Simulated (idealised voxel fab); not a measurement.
process module | voxel quadruple lines
cross-section cut | 205 nm wide | cells 5 nm
A cross-section is a grid of square cells, given in bands from the top down. A band is one or more rows of cells.
Each band's line starts with the height of the band's top and of its bottom, in nm. Then come its materials from left to right, each with its width in nm. One material with "throughout" fills the band from edge to edge. "air" is empty space.
Height 0 is the level under which the wafer as received is all one material. The lowest band goes on downwards, as in "0 down".
A width such as "30 to 40" changes by the same amount from each row of cells to the next, from the band's top row to its bottom row.
"no change" after a step means that no cell of the cross-section changed.
closed voids: empty space of 8 cells or more with no open way to the top, each as width x height at its distance from the left edge, in nm
after a step's settings: what the simulator itself notes on the step
overlay nm, on a step with a mask: how far to the right of its planned place the mask lay; to the left if negative
plan
1 op RECEIVE | material Si
2 op CONFORMAL_DEP | material SiO2 | thk nm 5
3 op DIRECTIONAL_DEP | material Ru | thk nm 15
4 op DIRECTIONAL_DEP | material polySi | thk nm 15
5 op DIRECTIONAL_DEP | material aC | thk nm 20
6 op PATTERN | tone cover | mask id MANDREL | material resist | width nm 25 | thk nm 25 | overlay nm 0
7 op DIRECTIONAL_ETCH | etch materials aC | depth nm 20
8 op STRIP | etch materials resist
9 op CONFORMAL_DEP | material SiO2 | thk nm 15
10 op DIRECTIONAL_ETCH | etch materials SiO2 | depth nm 15
11 op STRIP | etch materials aC
12 op DIRECTIONAL_ETCH | etch materials polySi | depth nm 15
13 op STRIP | etch materials SiO2
14 op CONFORMAL_DEP | material SiCN | thk nm 5
15 op DIRECTIONAL_ETCH | etch materials SiCN | depth nm 5
16 op STRIP | etch materials polySi
17 op DIRECTIONAL_ETCH | etch materials Ru | depth nm 15
18 op STRIP | etch materials SiCN
19 op FILL_DEP | material lowk | thk nm 5
20 op CMP | height nm 20
first wafer, as planned
as received, after step 1
  0 down: Si throughout
  closed voids: none
after step 2
  5 to 0: SiO2 throughout
  below 0: unchanged
after step 3
  20 to 5: Ru throughout
  below 5: unchanged
after step 4
  35 to 20: polySi throughout
  below 20: unchanged
after step 5
  55 to 35: aC throughout
  below 35: unchanged
after step 6
  80 to 55: air 90 | resist 25 | air 90
  below 55: unchanged
after step 7
  60 to 55: air 90 | resist 25 | air 90
  55 to 35: air 90 | aC 25 | air 90
  below 35: unchanged
after step 8
  55 to 35: air 90 | aC 25 | air 90
  below 35: unchanged
after step 9
  70 to 55: air 75 | SiO2 55 | air 75
  55 to 50: air 75 | SiO2 15 | aC 25 | SiO2 15 | air 75
  50 to 35: SiO2 90 | aC 25 | SiO2 90
  below 35: unchanged
after step 10
  55 to 35: air 75 | SiO2 15 | aC 25 | SiO2 15 | air 75
  below 35: unchanged
after step 11
  55 to 35: air 75 | SiO2 15 | air 25 | SiO2 15 | air 75
  below 35: unchanged
after step 12
  55 to 35: air 75 | SiO2 15 | air 25 | SiO2 15 | air 75
  35 to 20: air 75 | polySi 15 | air 25 | polySi 15 | air 75
  below 20: unchanged
after step 13
  35 to 20: air 75 | polySi 15 | air 25 | polySi 15 | air 75
  below 20: unchanged
after step 14
  40 to 35: air 70 | SiCN 25 | air 15 | SiCN 25 | air 70
  35 to 25: air 70 | SiCN 5 | polySi 15 | SiCN 5 | air 15 | SiCN 5 | polySi 15 | SiCN 5 | air 70
  25 to 20: SiCN 75 | polySi 15 | SiCN 25 | polySi 15 | SiCN 75
  below 20: unchanged
after step 15
  35 to 20: air 70 | SiCN 5 | polySi 15 | SiCN 5 | air 15 | SiCN 5 | polySi 15 | SiCN 5 | air 70
  below 20: unchanged
after step 16
  35 to 20: air 70 | SiCN 5 | air 15 | SiCN 5 | air 15 | SiCN 5 | air 15 | SiCN 5 | air 70
  below 20: unchanged
after step 17
  35 to 20: air 70 | SiCN 5 | air 15 | SiCN 5 | air 15 | SiCN 5 | air 15 | SiCN 5 | air 70
  20 to 5: air 70 | Ru 5 | air 15 | Ru 5 | air 15 | Ru 5 | air 15 | Ru 5 | air 70
  below 5: unchanged
after step 18
  20 to 5: air 70 | Ru 5 | air 15 | Ru 5 | air 15 | Ru 5 | air 15 | Ru 5 | air 70
  below 5: unchanged
after step 19
  25 to 20: lowk throughout
  20 to 5: lowk 70 | Ru 5 | lowk 15 | Ru 5 | lowk 15 | Ru 5 | lowk 15 | Ru 5 | lowk 70
  below 5: unchanged
after step 20
  20 to 5: lowk 70 | Ru 5 | lowk 15 | Ru 5 | lowk 15 | Ru 5 | lowk 15 | Ru 5 | lowk 70
  below 5: unchanged
second wafer: like start, like plan, one mistake. Through step 2 it matches the first wafer
when step 3 should have ended
  20 to 5: polySi throughout
  below 5: unchanged
when step 4 should have ended
  35 to 20: Ru throughout
  below 20: unchanged
when step 5 should have ended
  55 to 35: aC throughout
  below 35: unchanged
when step 6 should have ended
  80 to 55: air 90 | resist 25 | air 90
  below 55: unchanged
when step 7 should have ended
  60 to 55: air 90 | resist 25 | air 90
  55 to 35: air 90 | aC 25 | air 90
  below 35: unchanged
when step 8 should have ended
  55 to 35: air 90 | aC 25 | air 90
  below 35: unchanged
when step 9 should have ended
  70 to 55: air 75 | SiO2 55 | air 75
  55 to 50: air 75 | SiO2 15 | aC 25 | SiO2 15 | air 75
  50 to 35: SiO2 90 | aC 25 | SiO2 90
  below 35: unchanged
when step 10 should have ended
  55 to 35: air 75 | SiO2 15 | aC 25 | SiO2 15 | air 75
  below 35: unchanged
when step 11 should have ended
  55 to 35: air 75 | SiO2 15 | air 25 | SiO2 15 | air 75
  below 35: unchanged
when step 12 should have ended: no change
when step 13 should have ended
  35 to 20: Ru throughout
  below 20: unchanged
when step 14 should have ended
  40 to 35: SiCN throughout
  below 35: unchanged
when step 15 should have ended
  35 to 20: Ru throughout
  below 20: unchanged
when step 16 should have ended: no change
when step 17 should have ended
  20 to 5: polySi throughout
  below 5: unchanged
when step 18 should have ended: no change
when step 19 should have ended
  25 to 20: lowk throughout
  below 20: unchanged
when step 20 should have ended
  20 to 5: polySi throughout
  below 5: unchanged
what went wrong: steps 3 and 4 were swapped
at the end the second wafer has, in cells: 12 fewer of Ru | 111 fewer of lowk | 123 more of polySi
